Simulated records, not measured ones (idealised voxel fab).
You're looking at the process module voxel trench capacitor.
Pictured: cross-section cut, 285 nm wide, on a grid of 5 nm square cells.
Bands, listed from the top down, are how a cross-section gets written in this document; the cross-section itself is a grid of square cells, and a band is one or more rows of them.
Band: top height; bottom height; in nm. Then, left to right: material with width in nm, for each material. "throughout": a single material spanning edge to edge. "empty": empty space.
Below 0: as-received wafer, all one material; heights counted from there. Lowest band: no bottom, goes on down, written "0..down".
You'd read "30 to 40" like this: the band's top row of cells is as wide as the first number, its bottom row is as wide as the second, and going down, every row changes width by the same amount as the row before did.
Step note "everything unchanged" = no cross-section cell changed.
Heads up: "Encapsulated voids" only lists the empty pockets with no open path to the top that are 8 cells or more, and it writes them as width x height at distance, distance from the left edge, in nm.
Anything after a step's settings on that line? It's the simulator's own note about the step.
overlay nm: mask right of planned place by this much (step with mask). Neg. = left.

-- The planned process steps are enumerated hereunder
1,RECEIVE,material Si
2,CONFORMAL_DEP,material SiN,thk nm 10
3,PATTERN,tone open,mask id TRENCH,material resist,width nm 20,pitch nm 50,thk nm 15,overlay nm 0
4,DIRECTIONAL_ETCH,etch materials SiN,depth nm 10
5,DIRECTIONAL_ETCH,etch materials Si,depth nm 35
6,STRIP,etch materials resist
7,CONFORMAL_DEP,material SiO2,thk nm 5
8,FILL_DEP,material polySi,thk nm 5
9,CMP,height nm 10

-- First of two wafers, with the run carried out as planned

-- Here's what the wafer looked like in cross-section when it arrived - that's after step 1
    0..down | Si throughout
    Encapsulated voids: none

-- The wafer, seen in cross-section, after step 2
    10..0 | SiN throughout
    Everything below 0 is unchanged.

-- The wafer, seen in cross-section, after step 3
    25..10 | resist 105, empty 20, resist 30, empty 20, resist 110
    Everything below 10 is unchanged.

-- The wafer, seen in cross-section, after step 4
    25..10 | resist 105, empty 20, resist 30, empty 20, resist 110
    10..0 | SiN 105, empty 20, SiN 30, empty 20, SiN 110
    Everything below 0 is unchanged.

-- The wafer, seen in cross-section, after step 5
    25..10 | resist 105, empty 20, resist 30, empty 20, resist 110
    10..0 | SiN 105, empty 20, SiN 30, empty 20, SiN 110
    0..-35 | Si 105, empty 20, Si 30, empty 20, Si 110
    Everything below -35 is unchanged.

-- The wafer, seen in cross-section, after step 6
    10..0 | SiN 105, empty 20, SiN 30, empty 20, SiN 110
    Everything below 0 is unchanged.

-- The wafer, seen in cross-section, after step 7
    15..10 | SiO2 110, empty 10, SiO2 40, empty 10, SiO2 115
    10..0 | SiN 105, SiO2 5, empty 10, SiO2 5, SiN 30, SiO2 5, empty 10, SiO2 5, SiN 110
    0..-30 | Si 105, SiO2 5, empty 10, SiO2 5, Si 30, SiO2 5, empty 10, SiO2 5, Si 110
    -30..-35 | Si 105, SiO2 20, Si 30, SiO2 20, Si 110
    Everything below -35 is unchanged.

-- The wafer, seen in cross-section, after step 8
    20..15 | polySi throughout
    15..10 | SiO2 110, polySi 10, SiO2 40, polySi 10, SiO2 115
    10..0 | SiN 105, SiO2 5, polySi 10, SiO2 5, SiN 30, SiO2 5, polySi 10, SiO2 5, SiN 110
    0..-30 | Si 105, SiO2 5, polySi 10, SiO2 5, Si 30, SiO2 5, polySi 10, SiO2 5, Si 110
    Everything below -30 is unchanged.

-- The wafer, seen in cross-section, after step 9
    10..0 | SiN 105, SiO2 5, polySi 10, SiO2 5, SiN 30, SiO2 5, polySi 10, SiO2 5, SiN 110
    Everything below 0 is unchanged.

-- Second of two: same start, same plan, one run error; steps up to and including 2 match the first

-- Cross-section of the second wafer when, according to plan, step 3 should have finished
    25..10 | resist 110, empty 15, resist 35, empty 15, resist 110
    Everything below 10 is unchanged.

-- Cross-section of the second wafer when, according to plan, step 4 should have finished
    25..10 | resist 110, empty 15, resist 35, empty 15, resist 110
    10..0 | SiN 110, empty 15, SiN 35, empty 15, SiN 110
    Everything below 0 is unchanged.

-- Cross-section of the second wafer when, according to plan, step 5 should have finished
    25..10 | resist 110, empty 15, resist 35, empty 15, resist 110
    10..0 | SiN 110, empty 15, SiN 35, empty 15, SiN 110
    0..-35 | Si 110, empty 15, Si 35, empty 15, Si 110
    Everything below -35 is unchanged.

-- Cross-section of the second wafer when, according to plan, step 6 should have finished
    10..0 | SiN 110, empty 15, SiN 35, empty 15, SiN 110
    Everything below 0 is unchanged.

-- Cross-section of the second wafer when, according to plan, step 7 should have finished
    15..10 | SiO2 115, empty 5, SiO2 45, empty 5, SiO2 115
    10..0 | SiN 110, SiO2 5, empty 5, SiO2 5, SiN 35, SiO2 5, empty 5, SiO2 5, SiN 110
    0..-30 | Si 110, SiO2 5, empty 5, SiO2 5, Si 35, SiO2 5, empty 5, SiO2 5, Si 110
    -30..-35 | Si 110, SiO2 15, Si 35, SiO2 15, Si 110
    Everything below -35 is unchanged.

-- Cross-section of the second wafer when, according to plan, step 8 should have finished
    20..15 | polySi throughout
    15..10 | SiO2 115, polySi 5, SiO2 45, polySi 5, SiO2 115
    10..0 | SiN 110, SiO2 5, polySi 5, SiO2 5, SiN 35, SiO2 5, polySi 5, SiO2 5, SiN 110
    0..-30 | Si 110, SiO2 5, polySi 5, SiO2 5, Si 35, SiO2 5, polySi 5, SiO2 5, Si 110
    Everything below -30 is unchanged.

-- Cross-section of the second wafer when, according to plan, step 9 should have finished
    10..0 | SiN 110, SiO2 5, polySi 5, SiO2 5, SiN 35, SiO2 5, polySi 5, SiO2 5, SiN 110
    Everything below 0 is unchanged.
The plan and the run diverged here: step 3 ran differently from the plan; actual operation with settings: PATTERN,tone open,mask id TRENCH,material resist,width nm 15,pitch nm 50,thk nm 15,overlay nm 0
Counted in cells at the end, the second wafer holds more or fewer of these materials than the first: Si: 14 more | SiN: 4 more | SiO2: 2 fewer | polySi: 16 fewer
